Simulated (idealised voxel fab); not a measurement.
process module | voxel capacitor over wiring
cross-section cut | 200 nm wide | cells 5 nm
A cross-section is a grid of square cells, given in bands from the top down. A band is one or more rows of cells.
Each band's line starts with the height of the band's top and of its bottom, in nm. Then come its materials from left to right, each with its width in nm. One material with "throughout" fills the band from edge to edge. "air" is empty space.
Height 0 is the level under which the wafer as received is all one material. The lowest band goes on downwards, as in "0 down".
A width such as "30 to 40" changes by the same amount from each row of cells to the next, from the band's top row to its bottom row.
"no change" after a step means that no cell of the cross-section changed.
closed voids: empty space of 8 cells or more with no open way to the top, each as width x height at its distance from the left edge, in nm
after a step's settings: what the simulator itself notes on the step
overlay nm, on a step with a mask: how far to the right of its planned place the mask lay; to the left if negative
plan
1 op RECEIVE | material Si
2 op CONFORMAL_DEP | material SiO2 | thk nm 10
3 op DIRECTIONAL_DEP | material TiN | thk nm 5
4 op DIRECTIONAL_DEP | material W | thk nm 25
5 op MASKED_ETCH | tone cover | mask id METAL_1 | width nm 25 | pitch nm 95 | etch materials W | depth nm 25 | overlay nm 0
6 op MASKED_ETCH | tone cover | mask id METAL_1 | width nm 25 | pitch nm 95 | etch materials TiN | depth nm 5 | overlay nm 0
7 op FILL_DEP | material SiO2 | thk nm 5
8 op CMP | height nm 40
9 op CONFORMAL_DEP | material SiCN | thk nm 5
10 op DIRECTIONAL_DEP | material SiO2 | thk nm 20
11 op MASKED_ETCH | tone open | mask id PLUG_1 | width nm 15 | etch materials SiO2 | depth nm 20 | overlay nm 0
12 op MASKED_ETCH | tone open | mask id PLUG_1 | width nm 15 | etch materials SiCN | depth nm 5 | overlay nm 0
13 op EPI | material Ru | thk nm 10
14 op EPI | material Ru | thk nm 10
15 op EPI | material Ru | thk nm 5
16 op DIRECTIONAL_DEP | material TiN | thk nm 5
17 op DIRECTIONAL_DEP | material HfO2 | thk nm 5
18 op DIRECTIONAL_DEP | material TiN | thk nm 10
19 op PATTERN | tone cover | mask id UPPER_PLATE | material resist | width nm 75 | thk nm 20 | overlay nm 0
20 op DIRECTIONAL_ETCH | etch materials TiN | depth nm 10
21 op DIRECTIONAL_ETCH | etch materials HfO2 | depth nm 5
22 op STRIP | etch materials resist
23 op DIRECTIONAL_DEP | material aC | thk nm 10
24 op PATTERN | tone cover | mask id LOWER_PLATE | material resist | width nm 85 | thk nm 30 | overlay nm 0
25 op DIRECTIONAL_ETCH | etch materials aC | depth nm 10
26 op STRIP | etch materials resist
27 op DIRECTIONAL_ETCH | etch materials TiN | depth nm 5
28 op STRIP | etch materials aC
29 op FILL_DEP | material SiO2 | thk nm 20
30 op CMP | height nm 100
31 op DIRECTIONAL_DEP | material aC | thk nm 10
32 op PATTERN | tone open | mask id PLUG_2 | material resist | width nm 15 | thk nm 30 | overlay nm 0
33 op DIRECTIONAL_ETCH | etch materials aC | depth nm 10
34 op STRIP | etch materials resist
35 op DIRECTIONAL_ETCH | etch materials SiO2 | depth nm 15
36 op STRIP | etch materials aC
37 op CONFORMAL_DEP | material TiN | thk nm 5
38 op FILL_DEP | material Ru | thk nm 5
39 op CMP | height nm 100
40 op CONFORMAL_DEP | material SiN | thk nm 5
as received, after step 1
  0 down: Si throughout
  closed voids: none
first wafer at the end, as planned
  105 to 100: SiN throughout
  100 to 90: SiO2 60 | TiN 5 | Ru 5 | TiN 5 | SiO2 125
  90 to 85: SiO2 60 | TiN 15 | SiO2 125
  85 to 75: SiO2 50 | TiN 75 | SiO2 75
  75 to 70: SiO2 50 | HfO2 75 | SiO2 75
  70 to 65: SiO2 45 | TiN 85 | SiO2 70
  65 to 45: SiO2 50 | Ru 15 | SiO2 135
  45 to 40: SiCN 50 | Ru 15 | SiCN 135
  40 to 15: SiO2 40 | W 25 | SiO2 70 | W 25 | SiO2 40
  15 to 10: SiO2 40 | TiN 25 | SiO2 70 | TiN 25 | SiO2 40
  10 to 0: SiO2 throughout
  0 down: Si throughout
  closed voids: none
second wafer at the end: like start, like plan, one mistake
  105 to 100: SiN throughout
  100 to 95: SiO2 60 | TiN 15 | SiO2 125
  95 to 85: SiO2 50 | TiN 25 | SiO2 125
  85 to 80: SiO2 50 | HfO2 25 | TiN 50 | SiO2 75
  80 to 75: SiO2 45 | TiN 80 | SiO2 75
  75 to 70: SiO2 40 | Ru 35 | HfO2 50 | SiO2 75
  70 to 65: SiO2 40 | Ru 35 | TiN 55 | SiO2 70
  65 to 45: SiO2 50 | Ru 15 | SiO2 135
  45 to 40: SiCN 50 | Ru 15 | SiCN 135
  40 to 15: SiO2 40 | W 25 | SiO2 70 | W 25 | SiO2 40
  15 to 10: SiO2 40 | TiN 25 | SiO2 70 | TiN 25 | SiO2 40
  10 to 0: SiO2 throughout
  0 down: Si throughout
  closed voids: none
what went wrong: one of the steps 13 and 14, which are alike, was run twice
at the end the second wafer has, in cells: 12 more of Ru | 8 fewer of SiO2 | 4 fewer of TiN
